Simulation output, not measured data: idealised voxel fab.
Herein follows the process module entitled voxel plated lines.
The cross-section on display is named cut; it measures 235 nm wide, and its cells are 5 nm squares.
Cross-section = grid of square cells, listed top down in bands; band = one or more rows.
Quick guide to a band line: top height, bottom height (nm) up front; then every material left to right with its width in nm. Only one material and it's marked "throughout"? Then it fills the band edge to edge. And "empty" just means empty space.
Heads up on the height convention: 0 is the point under which the incoming wafer is all one material, and the lowest band has no bottom, it just keeps going down, like "top 0, no bottom".
When a width is written as two numbers, as in "30 to 40", the first number is the width in the top row of cells of the band and the second is the width in its bottom row, and the width changes by the same amount from each row to the next.
"no modification" (step): cross-section cells unchanged, all of them.
The entry titled "Fully closed voids" provides the empty spaces that have no open way to the top, restricted to those of 8 cells or more. Each is presented as width x height at distance, the distance being measured from the left edge, with all three in nm.
Whatever follows a step's settings on its line is a remark the simulator itself makes about that step.
The line of a step may include "overlay nm". On a step with a mask, this value is how far to the right of its planned place the mask lay. A negative value means the mask lay to the left.
The planned process steps are enumerated hereunder
1) RECEIVE: material Si
2) CONFORMAL_DEP: material Al2O3, thk nm 5
3) DIRECTIONAL_DEP: material TiN, thk nm 5
4) PATTERN: tone open, mask id LINES, material resist, width nm 25, pitch nm 55, thk nm 30, overlay nm 0
5) EPI: material Ru, thk nm 5
6) EPI: material Ru, thk nm 5
7) STRIP: etch materials resist
8) DIRECTIONAL_ETCH: etch materials TiN, depth nm 5
9) CONFORMAL_DEP: material SiN, thk nm 10
Account of the first of two wafers, which was processed as intended
Cross-section of the wafer as it came to us, i.e., already through step 1
	top 0, no bottom | Si throughout
	Fully closed voids: none
Wafer section view after processing step 2
	top 5, bottom 0 | Al2O3 throughout
	Beneath the level 0, the cross-section is identical to its previous state.
Wafer section view after processing step 3
	top 10, bottom 5 | TiN throughout
	Beneath the level 5, the cross-section is identical to its previous state.
Wafer section view after processing step 4
	top 40, bottom 10 | resist=20  empty=25  resist=30  empty=25  resist=30  empty=25  resist=30  empty=25  resist=25
	Beneath the level 10, the cross-section is identical to its previous state.
Wafer section view after processing step 5
	top 40, bottom 15 | resist=20  empty=25  resist=30  empty=25  resist=30  empty=25  resist=30  empty=25  resist=25
	top 15, bottom 10 | resist=20  Ru=25  resist=30  Ru=25  resist=30  Ru=25  resist=30  Ru=25  resist=25
	Beneath the level 10, the cross-section is identical to its previous state.
Wafer section view after processing step 6
	top 40, bottom 20 | resist=20  empty=25  resist=30  empty=25  resist=30  empty=25  resist=30  empty=25  resist=25
	top 20, bottom 10 | resist=20  Ru=25  resist=30  Ru=25  resist=30  Ru=25  resist=30  Ru=25  resist=25
	Beneath the level 10, the cross-section is identical to its previous state.
Wafer section view after processing step 7
	top 20, bottom 10 | empty=20  Ru=25  empty=30  Ru=25  empty=30  Ru=25  empty=30  Ru=25  empty=25
	Beneath the level 10, the cross-section is identical to its previous state.
Wafer section view after processing step 8
	top 20, bottom 10 | empty=20  Ru=25  empty=30  Ru=25  empty=30  Ru=25  empty=30  Ru=25  empty=25
	top 10, bottom 5 | empty=20  TiN=25  empty=30  TiN=25  empty=30  TiN=25  empty=30  TiN=25  empty=25
	Beneath the level 5, the cross-section is identical to its previous state.
Wafer section view after processing step 9
	top 30, bottom 20 | empty=10  SiN=45  empty=10  SiN=45  empty=10  SiN=45  empty=10  SiN=45  empty=15
	top 20, bottom 15 | empty=10  SiN=10  Ru=25  SiN=10  empty=10  SiN=10  Ru=25  SiN=10  empty=10  SiN=10  Ru=25  SiN=10  empty=10  SiN=10  Ru=25  SiN=10  empty=15
	top 15, bottom 10 | SiN=20  Ru=25  SiN=30  Ru=25  SiN=30  Ru=25  SiN=30  Ru=25  SiN=25
	top 10, bottom 5 | SiN=20  TiN=25  SiN=30  TiN=25  SiN=30  TiN=25  SiN=30  TiN=25  SiN=25
	Beneath the level 5, the cross-section is identical to its previous state.
Wafer two. Same start, same plan, one slip in execution. Same as wafer one through step 1, inclusive
What the second wafer looks like in cross-section when step 2 should have wrapped up
	top 5, bottom 0 | TiN throughout
	Beneath the level 0, the cross-section is identical to its previous state.
What the second wafer looks like in cross-section when step 3 should have wrapped up
	top 10, bottom 5 | Al2O3 throughout
	Beneath the level 5, the cross-section is identical to its previous state.
What the second wafer looks like in cross-section when step 4 should have wrapped up
	top 40, bottom 10 | resist=20  empty=25  resist=30  empty=25  resist=30  empty=25  resist=30  empty=25  resist=25
	Beneath the level 10, the cross-section is identical to its previous state.
What the second wafer looks like in cross-section when step 5 should have wrapped up: no modification
What the second wafer looks like in cross-section when step 6 should have wrapped up: no modification
What the second wafer looks like in cross-section when step 7 should have wrapped up
	top 10, bottom 5 | Al2O3 throughout
	Beneath the level 5, the cross-section is identical to its previous state.
What the second wafer looks like in cross-section when step 8 should have wrapped up: no modification
What the second wafer looks like in cross-section when step 9 should have wrapped up
	top 20, bottom 10 | SiN throughout
	Beneath the level 10, the cross-section is identical to its previous state.
So what did we get wrong on this run? the executed order of steps 2 and 3 is the reverse of that specified in the plan, each step having taken the other's position
Looking at both finished wafers in cells, the second ends up ahead of or behind the first on some materials: Ru: 40 fewer, SiN: 48 fewer, TiN: 27 more
